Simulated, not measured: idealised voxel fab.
The name of this process module is voxel wiring stack.
The figure presents cross-section cut, which has a width of 200 nm and is divided into square cells with an edge length of 5 nm.
Cross-section = grid of square cells, listed top down in bands; band = one or more rows.
Look at the band entry: it leads with the top's height and the bottom's height in nm. Then it lists the materials left to right, with a width in nm for each. The word "all across" on a single material says that material fills the band edge to edge. The word "air" is empty space.
Where do heights start? At 0: under that level the wafer as delivered is made of one material only. And the lowest band has no floor; it just carries on downward, as in "0 down".
Quick explanation for "30..40": the width changes in equal steps down the rows of cells, from the first number in the band's top row to the second number in its bottom row.
"stayed the same" (step): cross-section cells unchanged, all of them.
Empty spaces counting at least 8 cells and having no open way to the top are listed in "Voids, fully enclosed". The notation width x height at distance is used for each, the distance being from the left edge and all three values in nm.
Note: text after step settings on the step line = simulator remark on that step.
overlay nm: mask offset rightward from planned place, masked step; negative means leftward offset.

Planned process steps
- 1: RECEIVE (material Si)
- 2: CONFORMAL_DEP (material SiO2; thk nm 15)
- 3: DIRECTIONAL_DEP (material TiN; thk nm 5)
- 4: DIRECTIONAL_DEP (material Ru; thk nm 20)
- 5: MASKED_ETCH (tone cover; mask id METAL_1; width nm 30; pitch nm 60; etch materials Ru; depth nm 20; overlay nm 0)
- 6: MASKED_ETCH (tone cover; mask id METAL_1; width nm 30; pitch nm 60; etch materials TiN; depth nm 5; overlay nm 0)
- 7: CONFORMAL_DEP (material SiCN; thk nm 5)
- 8: FILL_DEP (material SiO2; thk nm 5)
- 9: CMP (height nm 40)
- 10: CONFORMAL_DEP (material SiCN; thk nm 5)
- 11: DIRECTIONAL_DEP (material lowk; thk nm 30)
- 12: PATTERN (tone open; mask id METAL_2_HOLES; material resist; width nm 15; pitch nm 60; thk nm 20; overlay nm 0)
- 13: DIRECTIONAL_ETCH (etch materials lowk; depth nm 30)
- 14: STRIP (etch materials resist)
- 15: MASKED_ETCH (tone open; mask id METAL_2; width nm 30; pitch nm 60; etch materials lowk; depth nm 20; overlay nm 0)
- 16: MASKED_ETCH (tone open; mask id METAL_2; width nm 20; pitch nm 60; etch materials SiCN; depth nm 5; overlay nm 0)
- 17: CONFORMAL_DEP (material TiN; thk nm 5)
- 18: FILL_DEP (material Cu; thk nm 10)
- 19: CMP (height nm 75)
- 20: CONFORMAL_DEP (material SiCN; thk nm 5)
- 21: DIRECTIONAL_DEP (material lowk; thk nm 35)
- 22: MASKED_ETCH (tone open; mask id METAL_3; width nm 30; pitch nm 60; etch materials lowk; depth nm 20; overlay nm 0)
- 23: MASKED_ETCH (tone open; mask id METAL_3_HOLES; width nm 15; etch materials lowk; depth nm 15; overlay nm 0)
- 24: MASKED_ETCH (tone open; mask id METAL_3_HOLES; width nm 15; etch materials SiCN; depth nm 5; overlay nm 0)
- 25: CONFORMAL_DEP (material TiN; thk nm 5)
- 26: FILL_DEP (material Ru; thk nm 10)
- 27: CMP (height nm 115)
- 28: CONFORMAL_DEP (material SiCN; thk nm 5)
Be aware that, although all wafers share a common starting state, the width nm at step 16 differs among them, and the plan displays the first wafer's value.

Cross-section: the first of several wafers in its as-received state, i.e. following step 1
> 0 down | Si all across
> Voids, fully enclosed: none

Table: wafers, a row each; end-of-module cell change per material since receipt, gain (+), loss (-); then closed voids
width nm 20, +28 Cu, +76 Ru, +157 SiCN, +216 SiO2, +80 TiN, +403 lowk, Voids, fully enclosed: none
width nm 25, +28 Cu, +76 Ru, +157 SiCN, +216 SiO2, +80 TiN, +403 lowk, Voids, fully enclosed: none
width nm 30, +30 Cu, +76 Ru, +155 SiCN, +216 SiO2, +80 TiN, +403 lowk, Voids, fully enclosed: none
width nm 35, +30 Cu, +76 Ru, +155 SiCN, +216 SiO2, +80 TiN, +403 lowk, Voids, fully enclosed: none
width nm 40, +30 Cu, +76 Ru, +155 SiCN, +216 SiO2, +80 TiN, +403 lowk, Voids, fully enclosed: none
width nm 45, +30 Cu, +76 Ru, +155 SiCN, +216 SiO2, +80 TiN, +403 lowk, Voids, fully enclosed: none
